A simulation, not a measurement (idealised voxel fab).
The document below concerns the process module designated voxel transistor to metal.
Each square cell in cross-section cut measures 5 nm, and the section as a whole is 175 nm wide.
Cross-section = grid of square cells, listed top down in bands; band = one or more rows.
Heights first: top, then bottom, in nm. Then materials, left to right, each with a width in nm. "edge to edge" on a single material: fills the band edge to edge. "blank": empty space.
Where do heights start? At 0: under that level the wafer as delivered is made of one material only. And the lowest band has no floor; it just carries on downward, as in "top 0, no bottom".
Width spec "30->40" -> top row of cells at first value, bottom row at second value, equal per-row change in between.
"remained unchanged" (step): cross-section cells unchanged, all of them.
"Voids, fully enclosed": sealed empty spaces, 8 cells or more, no open way to top, listed width x height at distance, with distance from the left edge and width, height and distance in nm.
The remark found on a step's line after its settings is issued by the simulator itself and pertains to that step.
The optional step-line setting "overlay nm" applies to steps with a mask and quantifies how far to the right of its planned location the mask lay, a negative value indicating leftward placement.
The planned process steps are enumerated hereunder:
- 1: RECEIVE: material Si
- 2: CONFORMAL_DEP: material SiO2, thk nm 5
- 3: CONFORMAL_DEP: material SiN, thk nm 15
- 4: PATTERN: tone cover, mask id ACTIVE, material resist, width nm 105, thk nm 20, overlay nm 0
- 5: DIRECTIONAL_ETCH: etch materials SiN, depth nm 15
- 6: DIRECTIONAL_ETCH: etch materials SiO2, depth nm 5
- 7: DIRECTIONAL_ETCH: etch materials Si, depth nm 25
- 8: STRIP: etch materials resist
- 9: FILL_DEP: material SiO2, thk nm 15
- 10: CMP: height nm 20
- 11: SELECTIVE_ETCH: etch materials SiO2, depth nm 5
- 12: STRIP: etch materials SiN
- 13: SELECTIVE_ETCH: etch materials SiO2, depth nm 5
- 14: OXIDIZE: depth nm 5
- 15: DIRECTIONAL_DEP: material polySi, thk nm 20
- 16: DIRECTIONAL_DEP: material SiCN, thk nm 10
- 17: DIRECTIONAL_DEP: material aC, thk nm 15
- 18: PATTERN: tone cover, mask id GATE, material resist, width nm 25, thk nm 30, overlay nm 0
- 19: DIRECTIONAL_ETCH: etch materials aC, depth nm 15
- 20: STRIP: etch materials resist
- 21: DIRECTIONAL_ETCH: etch materials SiCN, depth nm 20
- 22: DIRECTIONAL_ETCH: etch materials polySi, depth nm 30
- 23: STRIP: etch materials aC
- 24: CONFORMAL_DEP: material SiN, thk nm 5
- 25: DIRECTIONAL_ETCH: etch materials SiN, depth nm 5
- 26: DIRECTIONAL_ETCH: etch materials SiO2, depth nm 5
- 27: EPI: material SiGe, thk nm 5
- 28: FILL_DEP: material SiO2, thk nm 5
- 29: CMP: height nm 20
- 30: STRIP: etch materials polySi
- 31: SELECTIVE_ETCH: etch materials SiO2, depth nm 5
- 32: CONFORMAL_DEP: material HfO2, thk nm 5
- 33: CONFORMAL_DEP: material TiN, thk nm 5
- 34: FILL_DEP: material W, thk nm 5
- 35: CMP: height nm 15
- 36: DIRECTIONAL_DEP: material SiO2, thk nm 10
- 37: DIRECTIONAL_DEP: material aC, thk nm 15
- 38: PATTERN: tone open, mask id CONTACT, material resist, width nm 20, pitch nm 75, thk nm 30, overlay nm 0
- 39: DIRECTIONAL_ETCH: etch materials aC, depth nm 15
- 40: STRIP: etch materials resist
- 41: DIRECTIONAL_ETCH: etch materials SiO2, depth nm 25
- 42: STRIP: etch materials aC
- 43: CONFORMAL_DEP: material TiN, thk nm 5
- 44: FILL_DEP: material W, thk nm 5
- 45: CMP: height nm 25
- 46: CONFORMAL_DEP: material SiCN, thk nm 5
- 47: DIRECTIONAL_DEP: material lowk, thk nm 15
- 48: PATTERN: tone open, mask id METAL_1, material resist, width nm 20, pitch nm 75, thk nm 15, overlay nm 0
- 49: DIRECTIONAL_ETCH: etch materials lowk, depth nm 15
- 50: DIRECTIONAL_ETCH: etch materials SiCN, depth nm 5
- 51: STRIP: etch materials resist
- 52: CONFORMAL_DEP: material TiN, thk nm 5
- 53: FILL_DEP: material Ru, thk nm 10
- 54: CMP: height nm 45
- 55: CONFORMAL_DEP: material SiCN, thk nm 5
- 56: DIRECTIONAL_DEP: material lowk, thk nm 25
- 57: DIRECTIONAL_DEP: material aC, thk nm 10
- 58: PATTERN: tone open, mask id METAL_2, material resist, width nm 20, pitch nm 75, thk nm 25, overlay nm 0
- 59: DIRECTIONAL_ETCH: etch materials aC, depth nm 10
- 60: STRIP: etch materials resist
- 61: DIRECTIONAL_ETCH: etch materials lowk, depth nm 15
- 62: STRIP: etch materials aC
- 63: PATTERN: tone open, mask id METAL_2_HOLES, material resist, width nm 15, pitch nm 75, thk nm 20, overlay nm 0
- 64: DIRECTIONAL_ETCH: etch materials lowk, depth nm 10
- 65: DIRECTIONAL_ETCH: etch materials SiCN, depth nm 5
- 66: STRIP: etch materials resist
- 67: CONFORMAL_DEP: material TiN, thk nm 5
- 68: FILL_DEP: material Ru, thk nm 5
- 69: CMP: height nm 75
- 70: CONFORMAL_DEP: material SiCN, thk nm 5
Cross-section, incoming material, after step 1:
- top 0, no bottom: Si edge to edge
- Voids, fully enclosed: none
Cross-section at module end, one run error; start and plan unchanged from above:
- top 80, bottom 75: SiCN edge to edge
- top 75, bottom 65: lowk 40 nm, then TiN 5 nm, then Ru 10 nm, then TiN 5 nm, then lowk 55 nm, then TiN 5 nm, then Ru 10 nm, then TiN 5 nm, then lowk 40 nm
- top 65, bottom 60: lowk 40 nm, then TiN 5 nm, then Ru 5 nm, then TiN 10 nm, then lowk 55 nm, then TiN 5 nm, then Ru 5 nm, then TiN 10 nm, then lowk 40 nm
- top 60, bottom 50: lowk 40 nm, then TiN 5 nm, then Ru 5 nm, then TiN 5 nm, then lowk 60 nm, then TiN 5 nm, then Ru 5 nm, then TiN 5 nm, then lowk 45 nm
- top 50, bottom 45: SiCN 40 nm, then TiN 15 nm, then SiCN 60 nm, then TiN 15 nm, then SiCN 45 nm
- top 45, bottom 30: lowk 40 nm, then TiN 5 nm, then Ru 10 nm, then TiN 5 nm, then lowk 55 nm, then TiN 5 nm, then Ru 10 nm, then TiN 5 nm, then lowk 40 nm
- top 30, bottom 25: SiCN 40 nm, then TiN 20 nm, then SiCN 55 nm, then TiN 20 nm, then SiCN 40 nm
- top 25, bottom 15: SiO2 40 nm, then TiN 5 nm, then W 10 nm, then TiN 5 nm, then SiO2 55 nm, then TiN 5 nm, then W 10 nm, then TiN 5 nm, then SiO2 40 nm
- top 15, bottom 10: SiO2 40 nm, then TiN 5 nm, then W 10 nm, then TiN 5 nm, then SiO2 10 nm, then SiN 5 nm, then HfO2 5 nm, then TiN 5 nm, then W 5 nm, then TiN 5 nm, then HfO2 5 nm, then SiN 5 nm, then SiO2 10 nm, then TiN 5 nm, then W 10 nm, then TiN 5 nm, then SiO2 40 nm
- top 10, bottom 5: SiO2 30 nm, then SiN 5 nm, then SiO2 5 nm, then TiN 5 nm, then W 10 nm, then TiN 5 nm, then SiO2 10 nm, then SiN 5 nm, then HfO2 5 nm, then TiN 5 nm, then W 5 nm, then TiN 5 nm, then HfO2 5 nm, then SiN 5 nm, then SiO2 10 nm, then TiN 5 nm, then W 10 nm, then TiN 5 nm, then SiO2 5 nm, then SiN 5 nm, then SiO2 30 nm
- top 5, bottom 0: SiO2 30 nm, then SiN 5 nm, then SiO2 5 nm, then TiN 20 nm, then SiO2 10 nm, then SiN 5 nm, then HfO2 5 nm, then TiN 15 nm, then HfO2 5 nm, then SiN 5 nm, then SiO2 10 nm, then TiN 20 nm, then SiO2 5 nm, then SiN 5 nm, then SiO2 30 nm
- top 0, bottom -5: SiO2 35 nm, then SiGe 35 nm, then HfO2 35 nm, then SiGe 35 nm, then SiO2 35 nm
- top -5, bottom -50: SiO2 35 nm, then Si 105 nm, then SiO2 35 nm
- top -50, no bottom: Si edge to edge
- Voids, fully enclosed: none
Error vs. plan: step 7 of the plan was carried out twice
